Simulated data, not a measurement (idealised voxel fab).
Process module under the name voxel gate over fins
The figure presents cross-section cut, which has a width of 190 nm and is divided into square cells with an edge length of 5 nm.
We lay out every cross-section as a grid of square cells and spell it out in bands from the top down, where one band means one or more rows of cells. What a band's entry tells you: where the top is and where the bottom is, as heights in nm, and after that what lies inside, material by material from left to right, each with its width in nm. Empty space is written as the word "blank", and a single material marked with the word "full width" occupies the band from edge to edge. Heads up on the height convention: 0 is the point under which the incoming wafer is all one material, and the lowest band has no bottom, it just keeps going down, like "from 0 down". A two-number width, for instance "30->40", indicates that the width is equal to the first number in the top row of the band and to the second number in the bottom row, and that it changes by a constant amount per row of cells. The cross-section has no changed cell in any step marked "no alteration". So "Sealed voids" is basically the list of trapped voids: any empty space of 8 cells or more that can't reach the top through an opening. They're written width x height at distance, the distance being from the left edge, and it's all nm. That trailing text on a step's line, after the settings, is the simulator's own remark on the step. For masked steps, "overlay nm" on the step line gives how far right of plan the mask actually lay; a minus sign means it lay to the left.
Intended process steps
- 1: RECEIVE: material Si
- 2: CONFORMAL_DEP: material SiN, thk nm 5
- 3: MASKED_ETCH: tone cover, mask id FINS, width nm 15, pitch nm 50, etch materials SiN, depth nm 5, overlay nm 0
- 4: MASKED_ETCH: tone cover, mask id FINS, width nm 15, pitch nm 50, etch materials Si, depth nm 30, overlay nm 0
- 5: FILL_DEP: material SiO2, thk nm 5
- 6: CMP: height nm 5
- 7: DIRECTIONAL_DEP: material aC, thk nm 15
- 8: PATTERN: tone open, mask id RAIL, material resist, width nm 15, thk nm 30, overlay nm 0
- 9: DIRECTIONAL_ETCH: etch materials aC, depth nm 15
- 10: STRIP: etch materials resist
- 11: DIRECTIONAL_ETCH: etch materials SiO2, depth nm 30
- 12: STRIP: etch materials aC
- 13: CONFORMAL_DEP: material TiN, thk nm 5
- 14: FILL_DEP: material W, thk nm 5
- 15: CMP: height nm 5
- 16: SELECTIVE_ETCH: etch materials W Ru TiN, depth nm 25
- 17: FILL_DEP: material SiO2, thk nm 5
- 18: CMP: height nm 5
- 19: SELECTIVE_ETCH: etch materials SiO2, depth nm 15
- 20: STRIP: etch materials SiN
- 21: CONFORMAL_DEP: material HfO2, thk nm 5
- 22: CONFORMAL_DEP: material TiN, thk nm 5
- 23: FILL_DEP: material W, thk nm 15
- 24: CMP: height nm 20
- 25: CONFORMAL_DEP: material SiCN, thk nm 5
Wafer cross-section on receipt, i.e. after step 1
from 0 down: Si full width
Sealed voids: none
First of two wafers: cross-section at end of module, run per plan
from 25 to 20: SiCN full width
from 20 to 10: W full width
from 10 to 5: W 25 nm  TiN 35 nm  W 15 nm  TiN 35 nm  W 15 nm  TiN 35 nm  W 30 nm
from 5 to 0: W 25 nm  TiN 5 nm  HfO2 25 nm  TiN 5 nm  W 15 nm  TiN 5 nm  HfO2 25 nm  TiN 5 nm  W 15 nm  TiN 5 nm  HfO2 25 nm  TiN 5 nm  W 30 nm
from 0 to -5: TiN 30 nm  HfO2 5 nm  Si 15 nm  HfO2 5 nm  TiN 25 nm  HfO2 5 nm  Si 15 nm  HfO2 5 nm  TiN 25 nm  HfO2 5 nm  Si 15 nm  HfO2 5 nm  TiN 35 nm
from -5 to -10: HfO2 35 nm  Si 15 nm  HfO2 35 nm  Si 15 nm  HfO2 35 nm  Si 15 nm  HfO2 40 nm
from -10 to -20: SiO2 35 nm  Si 15 nm  SiO2 35 nm  Si 15 nm  SiO2 35 nm  Si 15 nm  SiO2 40 nm
from -20 to -25: SiO2 35 nm  Si 15 nm  SiO2 10 nm  TiN 15 nm  SiO2 10 nm  Si 15 nm  SiO2 35 nm  Si 15 nm  SiO2 40 nm
from -25 to -30: SiO2 35 nm  Si 15 nm  SiO2 35 nm  Si 15 nm  SiO2 35 nm  Si 15 nm  SiO2 40 nm
from -30 down: Si full width
Sealed voids: none
Same start, same plan as the first wafer - but one mistake in the run. Cross-section of the second of the two at the end of the module
from 25 to 20: SiCN full width
from 20 to 10: W full width
from 10 to 5: W 25 nm  TiN 35 nm  W 15 nm  TiN 35 nm  W 15 nm  TiN 35 nm  W 30 nm
from 5 to 0: W 25 nm  TiN 5 nm  HfO2 25 nm  TiN 5 nm  W 15 nm  TiN 5 nm  HfO2 25 nm  TiN 5 nm  W 15 nm  TiN 5 nm  HfO2 25 nm  TiN 5 nm  W 30 nm
from 0 to -5: TiN 30 nm  HfO2 5 nm  Si 15 nm  HfO2 5 nm  TiN 25 nm  HfO2 5 nm  Si 15 nm  HfO2 5 nm  TiN 25 nm  HfO2 5 nm  Si 15 nm  HfO2 5 nm  TiN 35 nm
from -5 to -10: HfO2 35 nm  Si 15 nm  HfO2 35 nm  Si 15 nm  HfO2 35 nm  Si 15 nm  HfO2 40 nm
from -10 to -20: SiO2 35 nm  Si 15 nm  SiO2 35 nm  Si 15 nm  SiO2 35 nm  Si 15 nm  SiO2 40 nm
from -20 to -25: SiO2 35 nm  Si 15 nm  SiO2 10 nm  TiN 15 nm  SiO2 10 nm  Si 15 nm  SiO2 35 nm  Si 15 nm  SiO2 40 nm
from -25 down: Si full width
Sealed voids: none
Error vs. plan: step 4 ran with different settings than intended, the actual operation and settings being MASKED_ETCH: tone cover, mask id FINS, width nm 15, pitch nm 50, etch materials Si, depth nm 25, overlay nm 0
Count the cells at the end and the second wafer has more or fewer of some materials than the first: Si +29 | SiO2 -29
